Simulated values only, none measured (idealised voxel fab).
Name of the process module below: voxel released beams
This is section cut - it's 235 nm across, gridded in 5 nm square cells.
How to read a cross-section here: the picture is a grid of square cells, written as bands going from the top down, and any band can span one or more rows of cells.
Per band: top height and bottom height in nm, followed by the left-to-right materials and their widths in nm; "full width" marks a single material spanning edge to edge, "empty" marks empty space.
Note: height 0 marks the level under which the wafer is uniformly one material as received. Lowest band unbounded below, written "from 0 down".
The width entry "30..40" should be interpreted row by row: the top row of cells in the band takes the first number, the bottom row takes the second number, and the change between adjacent rows is uniform throughout.
The designation "nothing altered", where it is given for a processing step, indicates that no cell of the cross-section was altered in the course of that step.
You'll see "Closed-off voids" listing empty spaces that have no way open to the top, as long as they're 8 cells or more; the notation is width x height at distance, where the distance is from the left edge, and all of it is in nm.
The remark found on a step's line after its settings is issued by the simulator itself and pertains to that step.
overlay nm: right-of-plan distance of the mask on a masked step; negative values mean left-of-plan.
Planned step list for the process
- 1: RECEIVE with material Si
- 2: CONFORMAL_DEP with material Al2O3, thk nm 5
- 3: DIRECTIONAL_DEP with material SiO2, thk nm 20
- 4: MASKED_ETCH with tone open, mask id ANCHOR, width nm 30, etch materials SiO2, depth nm 20, overlay nm 0
- 5: CONFORMAL_DEP with material W, thk nm 10
- 6: MASKED_ETCH with tone cover, mask id BEAM, width nm 100, etch materials W, depth nm 10, overlay nm 0
- 7: STRIP with etch materials SiO2
Cross-section of the incoming wafer, state after step 1
    from 0 down | Si full width
    Closed-off voids: none
End-of-module XS, first of two wafers, run as planned
    from 35 to 25 | empty=65; W=15; empty=10; W=75; empty=70
    from 25 to 15 | empty=70; W=10; empty=10; W=10; empty=135
    from 15 to 5 | empty=70; W=30; empty=135
    from 5 to 0 | Al2O3 full width
    from 0 down | Si full width
    Closed-off voids: none
Second wafer cross-section at end of module - shared start and plan with the first, one mistake in the run
    from 35 to 25 | empty=55; W=25; empty=10; W=65; empty=80
    from 25 to 15 | empty=70; W=10; empty=10; W=10; empty=135
    from 15 to 5 | empty=70; W=30; empty=135
    from 5 to 0 | Al2O3 full width
    from 0 down | Si full width
    Closed-off voids: none
It is concluded that the wafer was processed incorrectly with respect to the plan, in that step 6 was processed under conditions differing from the plan, specifically as MASKED_ETCH with tone cover, mask id BEAM, width nm 100, etch materials W, depth nm 10, overlay nm -10
The concluding comparison shows that, measured in cells, each material is equally abundant on both wafers, albeit at different positions.
